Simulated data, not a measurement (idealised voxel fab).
The process module that follows is named voxel self aligned vias.
In the cross-section labelled cut, the width is 215 nm and each square cell is 5 nm.
When this document writes out a cross-section, it uses a grid of square cells and lists it as bands, beginning at the top and moving down, with a band standing for one or more rows of cells. Basically the band line says how high the top is and how high the bottom is, in nm, and then what's in it from left to right, every material with its width in nm. Empty space shows up as "air", and if a single material carries "everywhere" it runs the full band edge to edge. Note: height 0 marks the level under which the wafer is uniformly one material as received. Lowest band unbounded below, written "0..down". A two-number width, for instance "30..40", indicates that the width is equal to the first number in the top row of the band and to the second number in the bottom row, and that it changes by a constant amount per row of cells. Take "changes: none" at face value: in the step it is given for, the cross-section changed in none of its cells. "Closed voids list" lists enclosed empty spaces (at least 8 cells, no open path upward to the top), each as width x height at distance from the left edge, in nm. That trailing text on a step's line, after the settings, is the simulator's own remark on the step. "overlay nm" denotes, for a step that has a mask, the displacement of the mask to the right of its planned place, with negative values corresponding to the left.
STEPS IN THE PROCESS PLAN
1 RECEIVE [material Si]
2 CONFORMAL_DEP [material SiO2] [thk nm 15]
3 CONFORMAL_DEP [material SiCN] [thk nm 5]
4 DIRECTIONAL_DEP [material lowk] [thk nm 30]
5 PATTERN [tone open] [mask id LINES] [material resist] [width nm 30] [pitch nm 70] [thk nm 15] [overlay nm 0]
6 DIRECTIONAL_ETCH [etch materials lowk] [depth nm 30]
7 STRIP [etch materials resist]
8 CONFORMAL_DEP [material TiN] [thk nm 5]
9 FILL_DEP [material W] [thk nm 10]
10 CMP [height nm 50]
11 SELECTIVE_ETCH [etch materials W Ru TiN] [depth nm 5]
12 FILL_DEP [material SiN] [thk nm 5]
13 CMP [height nm 50]
14 DIRECTIONAL_DEP [material lowk] [thk nm 15]
15 MASKED_ETCH [tone open] [mask id VIAS] [width nm 50] [pitch nm 70] [etch materials lowk] [depth nm 15] [overlay nm 0]
16 MASKED_ETCH [tone open] [mask id VIAS] [width nm 50] [pitch nm 70] [etch materials SiN] [depth nm 5] [overlay nm 0]
17 CONFORMAL_DEP [material TiN] [thk nm 5]
18 FILL_DEP [material W] [thk nm 5]
19 CMP [height nm 65]
20 CONFORMAL_DEP [material SiCN] [thk nm 5]
HERE'S WHAT THE WAFER LOOKED LIKE IN CROSS-SECTION WHEN IT ARRIVED - THAT'S AFTER STEP 1
    0..down  Si everywhere
    Closed voids list: none
A WAFER AT THE END: THIS START, THIS PLAN, ONE MISTAKE
    70..65  SiCN everywhere
    65..55  45 lowk | 5 TiN | 40 W | 5 TiN | 20 lowk | 5 TiN | 40 W | 5 TiN | 50 lowk
    55..50  45 lowk | 10 TiN | 30 W | 10 TiN | 20 lowk | 10 TiN | 30 W | 10 TiN | 50 lowk
    50..45  50 lowk | 40 TiN | 30 lowk | 40 TiN | 55 lowk
    45..25  50 lowk | 5 TiN | 30 W | 5 TiN | 30 lowk | 5 TiN | 30 W | 5 TiN | 55 lowk
    25..20  50 lowk | 40 TiN | 30 lowk | 40 TiN | 55 lowk
    20..15  SiCN everywhere
    15..0  SiO2 everywhere
    0..down  Si everywhere
    Closed voids list: none
Finding, execution versus plan: step 5 deviated from plan and actually ran as PATTERN [tone open] [mask id LINES] [material resist] [width nm 40] [pitch nm 70] [thk nm 15] [overlay nm 0]
